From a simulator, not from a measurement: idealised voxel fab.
process module | voxel capacitor over wiring
cross-section cut | 180 nm wide | cells 5 nm
A cross-section is a grid of square cells, given in bands from the top down. A band is one or more rows of cells.
Each band's line starts with the height of the band's top and of its bottom, in nm. Then come its materials from left to right, each with its width in nm. One material with "throughout" fills the band from edge to edge. "air" is empty space.
Height 0 is the level under which the wafer as received is all one material. The lowest band goes on downwards, as in "0 down".
A width such as "30 to 40" changes by the same amount from each row of cells to the next, from the band's top row to its bottom row.
"no change" after a step means that no cell of the cross-section changed.
closed voids: empty space of 8 cells or more with no open way to the top, each as width x height at its distance from the left edge, in nm
after a step's settings: what the simulator itself notes on the step
overlay nm, on a step with a mask: how far to the right of its planned place the mask lay; to the left if negative
plan
1 op RECEIVE | material Si
2 op CONFORMAL_DEP | material SiO2 | thk nm 15
3 op DIRECTIONAL_DEP | material TiN | thk nm 5
4 op DIRECTIONAL_DEP | material Ru | thk nm 20
5 op PATTERN | tone cover | mask id METAL_1 | material resist | width nm 25 | pitch nm 95 | thk nm 20 | overlay nm 0
6 op DIRECTIONAL_ETCH | etch materials Ru | depth nm 20
7 op DIRECTIONAL_ETCH | etch materials TiN | depth nm 5
8 op STRIP | etch materials resist
9 op CONFORMAL_DEP | material SiCN | thk nm 5
10 op FILL_DEP | material lowk | thk nm 5
11 op CMP | height nm 40
12 op CONFORMAL_DEP | material SiCN | thk nm 5
13 op DIRECTIONAL_DEP | material SiO2 | thk nm 10
14 op DIRECTIONAL_DEP | material aC | thk nm 15
15 op PATTERN | tone open | mask id PLUG_1 | material resist | width nm 15 | thk nm 35 | overlay nm 0
16 op DIRECTIONAL_ETCH | etch materials aC | depth nm 15
17 op STRIP | etch materials resist
18 op DIRECTIONAL_ETCH | etch materials SiO2 | depth nm 10
19 op DIRECTIONAL_ETCH | etch materials SiCN | depth nm 5
20 op STRIP | etch materials aC
21 op EPI | material Ru | thk nm 10
22 op EPI | material Ru | thk nm 5
23 op DIRECTIONAL_DEP | material TiN | thk nm 5
24 op DIRECTIONAL_DEP | material HfO2 | thk nm 5
25 op DIRECTIONAL_DEP | material TiN | thk nm 5
26 op DIRECTIONAL_DEP | material aC | thk nm 15
27 op PATTERN | tone cover | mask id UPPER_PLATE | material resist | width nm 75 | thk nm 30 | overlay nm 0
28 op DIRECTIONAL_ETCH | etch materials aC | depth nm 15
29 op STRIP | etch materials resist
30 op DIRECTIONAL_ETCH | etch materials TiN | depth nm 5
31 op DIRECTIONAL_ETCH | etch materials HfO2 | depth nm 5
32 op STRIP | etch materials aC
33 op DIRECTIONAL_DEP | material aC | thk nm 15
34 op PATTERN | tone cover | mask id LOWER_PLATE | material resist | width nm 85 | thk nm 35 | overlay nm 0
35 op DIRECTIONAL_ETCH | etch materials aC | depth nm 15
36 op STRIP | etch materials resist
37 op DIRECTIONAL_ETCH | etch materials TiN | depth nm 5
38 op STRIP | etch materials aC
39 op FILL_DEP | material SiO2 | thk nm 15
40 op CMP | height nm 80
41 op DIRECTIONAL_DEP | material aC | thk nm 10
42 op PATTERN | tone open | mask id PLUG_2 | material resist | width nm 15 | thk nm 30 | overlay nm 0
43 op DIRECTIONAL_ETCH | etch materials aC | depth nm 10
44 op STRIP | etch materials resist
45 op DIRECTIONAL_ETCH | etch materials SiO2 | depth nm 10
46 op STRIP | etch materials aC
47 op CONFORMAL_DEP | material TiN | thk nm 5
48 op FILL_DEP | material W | thk nm 10
49 op CMP | height nm 80
50 op CONFORMAL_DEP | material SiCN | thk nm 5
as received, after step 1
  0 down: Si throughout
  closed voids: none
first wafer at the end, as planned
  85 to 80: SiCN throughout
  80 to 75: SiO2 50 | TiN 5 | W 5 | TiN 5 | SiO2 115
  75 to 65: SiO2 50 to 40 | TiN 15 to 75 | SiO2 115 to 65
  65 to 60: SiO2 40 | HfO2 75 | SiO2 65
  60 to 55: SiO2 35 | TiN 85 | SiO2 60
  55 to 45: SiO2 40 | Ru 15 | SiO2 125
  45 to 40: SiCN 40 | Ru 15 | SiCN 125
  40 to 20: lowk 25 | SiCN 5 | Ru 25 | SiCN 5 | lowk 60 | SiCN 5 | Ru 25 | SiCN 5 | lowk 25
  20 to 15: SiCN 30 | TiN 25 | SiCN 70 | TiN 25 | SiCN 30
  15 to 0: SiO2 throughout
  0 down: Si throughout
  closed voids: none
second wafer at the end: like start, like plan, one mistake
  85 to 80: SiCN throughout
  80 to 75: SiO2 50 | TiN 5 | W 5 | TiN 5 | SiO2 115
  75 to 65: SiO2 50 to 40 | TiN 15 to 75 | SiO2 115 to 65
  65 to 60: SiO2 40 | HfO2 75 | SiO2 65
  60 to 55: SiO2 35 | TiN 85 | SiO2 60
  55 to 45: SiO2 40 | Ru 15 | SiO2 125
  45 to 40: SiCN 40 | Ru 15 | SiCN 125
  40 to 20: lowk 30 | SiCN 5 | Ru 15 | SiCN 5 | lowk 70 | SiCN 5 | Ru 15 | SiCN 5 | lowk 30
  20 to 15: SiCN 35 | TiN 15 | SiCN 80 | TiN 15 | SiCN 35
  15 to 0: SiO2 throughout
  0 down: Si throughout
  closed voids: none
what went wrong: step 5 ran as: op PATTERN | tone cover | mask id METAL_1 | material resist | width nm 15 | pitch nm 95 | thk nm 20 | overlay nm 0
at the end the second wafer has, in cells: 16 fewer of Ru | 4 more of SiCN | 4 fewer of TiN | 16 more of lowk
